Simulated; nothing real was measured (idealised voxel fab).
Documented hereafter: the process module known as voxel fin reveal.
The figure presents cross-section cut, which has a width of 155 nm and is divided into square cells with an edge length of 5 nm.
We lay out every cross-section as a grid of square cells and spell it out in bands from the top down, where one band means one or more rows of cells.
Within each band entry, the heights of the top and of the bottom of the band appear first, in that order and in nm; the materials of the band then follow from left to right, each with its corresponding width in nm. The designation "edge to edge" on a single material indicates that it fills the band from edge to edge; the designation "blank" indicates empty space.
For the purposes of this specification, 0 denotes the height below which the wafer in its as-received condition is composed wholly of one material, and the lowermost band, lacking a lower limit, extends downward without end, as expressed in "0 -> down".
A two-number width, for instance "30 to 40", indicates that the width is equal to the first number in the top row of the band and to the second number in the bottom row, and that it changes by a constant amount per row of cells.
"identical to before" -> step changed no cross-section cell.
In the "Sealed cavities" entry, you get each enclosed empty space of 8 cells or more, one with no open way to the top, written width x height at distance, distance from the left edge, in nm.
Read whatever lies past the settings on a step's line as the simulator's own remark about the step.
Among the settings permitted on a step's line is "overlay nm"; applied to a step with a mask, it specifies the extent to which the mask lay to the right of its planned position, whereas a negative figure signifies a position to the left.
Here's what the planned process steps look like:
1 RECEIVE | material Si
2 CONFORMAL_DEP | material SiN | thk nm 10
3 DIRECTIONAL_DEP | material aC | thk nm 15
4 PATTERN | tone cover | mask id FINS | material resist | width nm 15 | pitch nm 40 | thk nm 30 | overlay nm 0
5 DIRECTIONAL_ETCH | etch materials aC | depth nm 15
6 STRIP | etch materials resist
7 DIRECTIONAL_ETCH | etch materials SiN | depth nm 10
8 DIRECTIONAL_ETCH | etch materials Si | depth nm 30
9 STRIP | etch materials aC
10 FILL_DEP | material SiO2 | thk nm 15
11 CMP | height nm 10
12 SELECTIVE_ETCH | etch materials SiO2 | depth nm 30
13 STRIP | etch materials SiN
14 CONFORMAL_DEP | material HfO2 | thk nm 5
Concerning the first of two wafers, which was run in accordance with the plan:
Wafer cross-section on receipt, i.e. after step 1:
- 0 -> down = Si edge to edge
- Sealed cavities: none
How the wafer stands in section after step 2:
- 10 -> 0 = SiN edge to edge
- Below a height of 0, the structure has not been altered.
How the wafer stands in section after step 3:
- 25 -> 10 = aC edge to edge
- Below a height of 10, the structure has not been altered.
How the wafer stands in section after step 4:
- 55 -> 25 = blank: 50, then resist: 15, then blank: 25, then resist: 15, then blank: 50
- Below a height of 25, the structure has not been altered.
How the wafer stands in section after step 5:
- 40 -> 25 = blank: 50, then resist: 15, then blank: 25, then resist: 15, then blank: 50
- 25 -> 10 = blank: 50, then aC: 15, then blank: 25, then aC: 15, then blank: 50
- Below a height of 10, the structure has not been altered.
How the wafer stands in section after step 6:
- 25 -> 10 = blank: 50, then aC: 15, then blank: 25, then aC: 15, then blank: 50
- Below a height of 10, the structure has not been altered.
How the wafer stands in section after step 7:
- 25 -> 10 = blank: 50, then aC: 15, then blank: 25, then aC: 15, then blank: 50
- 10 -> 0 = blank: 50, then SiN: 15, then blank: 25, then SiN: 15, then blank: 50
- Below a height of 0, the structure has not been altered.
How the wafer stands in section after step 8:
- 25 -> 10 = blank: 50, then aC: 15, then blank: 25, then aC: 15, then blank: 50
- 10 -> 0 = blank: 50, then SiN: 15, then blank: 25, then SiN: 15, then blank: 50
- 0 -> -30 = blank: 50, then Si: 15, then blank: 25, then Si: 15, then blank: 50
- Below a height of -30, the structure has not been altered.
How the wafer stands in section after step 9:
- 10 -> 0 = blank: 50, then SiN: 15, then blank: 25, then SiN: 15, then blank: 50
- Below a height of 0, the structure has not been altered.
How the wafer stands in section after step 10:
- 25 -> 10 = SiO2 edge to edge
- 10 -> 0 = SiO2: 50, then SiN: 15, then SiO2: 25, then SiN: 15, then SiO2: 50
- 0 -> -30 = SiO2: 50, then Si: 15, then SiO2: 25, then Si: 15, then SiO2: 50
- Below a height of -30, the structure has not been altered.
How the wafer stands in section after step 11:
- 10 -> 0 = SiO2: 50, then SiN: 15, then SiO2: 25, then SiN: 15, then SiO2: 50
- Below a height of 0, the structure has not been altered.
How the wafer stands in section after step 12:
- 10 -> 0 = blank: 50, then SiN: 15, then blank: 25, then SiN: 15, then blank: 50
- 0 -> -20 = blank: 50, then Si: 15, then blank: 25, then Si: 15, then blank: 50
- Below a height of -20, the structure has not been altered.
How the wafer stands in section after step 13:
- 0 -> -20 = blank: 50, then Si: 15, then blank: 25, then Si: 15, then blank: 50
- Below a height of -20, the structure has not been altered.
How the wafer stands in section after step 14:
- 5 -> 0 = blank: 45, then HfO2: 25, then blank: 15, then HfO2: 25, then blank: 45
- 0 -> -15 = blank: 45, then HfO2: 5, then Si: 15, then HfO2: 5, then blank: 15, then HfO2: 5, then Si: 15, then HfO2: 5, then blank: 45
- -15 -> -20 = HfO2: 50, then Si: 15, then HfO2: 25, then Si: 15, then HfO2: 50
- Below a height of -20, the structure has not been altered.
second wafer: like start, like plan, one mistake. Through step 3 it matches the first wafer:
Cross-section of the second wafer at the time step 4 of the plan should have ended:
- 55 -> 25 = blank: 45, then resist: 25, then blank: 15, then resist: 25, then blank: 45
- Below a height of 25, the structure has not been altered.
Cross-section of the second wafer at the time step 5 of the plan should have ended:
- 40 -> 25 = blank: 45, then resist: 25, then blank: 15, then resist: 25, then blank: 45
- 25 -> 10 = blank: 45, then aC: 25, then blank: 15, then aC: 25, then blank: 45
- Below a height of 10, the structure has not been altered.
Cross-section of the second wafer at the time step 6 of the plan should have ended:
- 25 -> 10 = blank: 45, then aC: 25, then blank: 15, then aC: 25, then blank: 45
- Below a height of 10, the structure has not been altered.
Cross-section of the second wafer at the time step 7 of the plan should have ended:
- 25 -> 10 = blank: 45, then aC: 25, then blank: 15, then aC: 25, then blank: 45
- 10 -> 0 = blank: 45, then SiN: 25, then blank: 15, then SiN: 25, then blank: 45
- Below a height of 0, the structure has not been altered.
Cross-section of the second wafer at the time step 8 of the plan should have ended:
- 25 -> 10 = blank: 45, then aC: 25, then blank: 15, then aC: 25, then blank: 45
- 10 -> 0 = blank: 45, then SiN: 25, then blank: 15, then SiN: 25, then blank: 45
- 0 -> -30 = blank: 45, then Si: 25, then blank: 15, then Si: 25, then blank: 45
- Below a height of -30, the structure has not been altered.
Cross-section of the second wafer at the time step 9 of the plan should have ended:
- 10 -> 0 = blank: 45, then SiN: 25, then blank: 15, then SiN: 25, then blank: 45
- Below a height of 0, the structure has not been altered.
Cross-section of the second wafer at the time step 10 of the plan should have ended:
- 25 -> 10 = SiO2 edge to edge
- 10 -> 0 = SiO2: 45, then SiN: 25, then SiO2: 15, then SiN: 25, then SiO2: 45
- 0 -> -30 = SiO2: 45, then Si: 25, then SiO2: 15, then Si: 25, then SiO2: 45
- Below a height of -30, the structure has not been altered.
Cross-section of the second wafer at the time step 11 of the plan should have ended:
- 10 -> 0 = SiO2: 45, then SiN: 25, then SiO2: 15, then SiN: 25, then SiO2: 45
- Below a height of 0, the structure has not been altered.
Cross-section of the second wafer at the time step 12 of the plan should have ended:
- 10 -> 0 = blank: 45, then SiN: 25, then blank: 15, then SiN: 25, then blank: 45
- 0 -> -20 = blank: 45, then Si: 25, then blank: 15, then Si: 25, then blank: 45
- Below a height of -20, the structure has not been altered.
Cross-section of the second wafer at the time step 13 of the plan should have ended:
- 0 -> -20 = blank: 45, then Si: 25, then blank: 15, then Si: 25, then blank: 45
- Below a height of -20, the structure has not been altered.
Cross-section of the second wafer at the time step 14 of the plan should have ended:
- 5 -> 0 = blank: 40, then HfO2: 35, then blank: 5, then HfO2: 35, then blank: 40
- 0 -> -15 = blank: 40, then HfO2: 5, then Si: 25, then HfO2: 5, then blank: 5, then HfO2: 5, then Si: 25, then HfO2: 5, then blank: 40
- -15 -> -20 = HfO2: 45, then Si: 25, then HfO2: 15, then Si: 25, then HfO2: 45
- Below a height of -20, the structure has not been altered.
Finding, execution versus plan: step 4 off recipe, ran as PATTERN | tone cover | mask id FINS | material resist | width nm 25 | pitch nm 40 | thk nm 30 | overlay nm 0
Wrapping up, a cell-based count of both wafers puts the second over or under the first for these materials: Si +24 | SiO2 -8
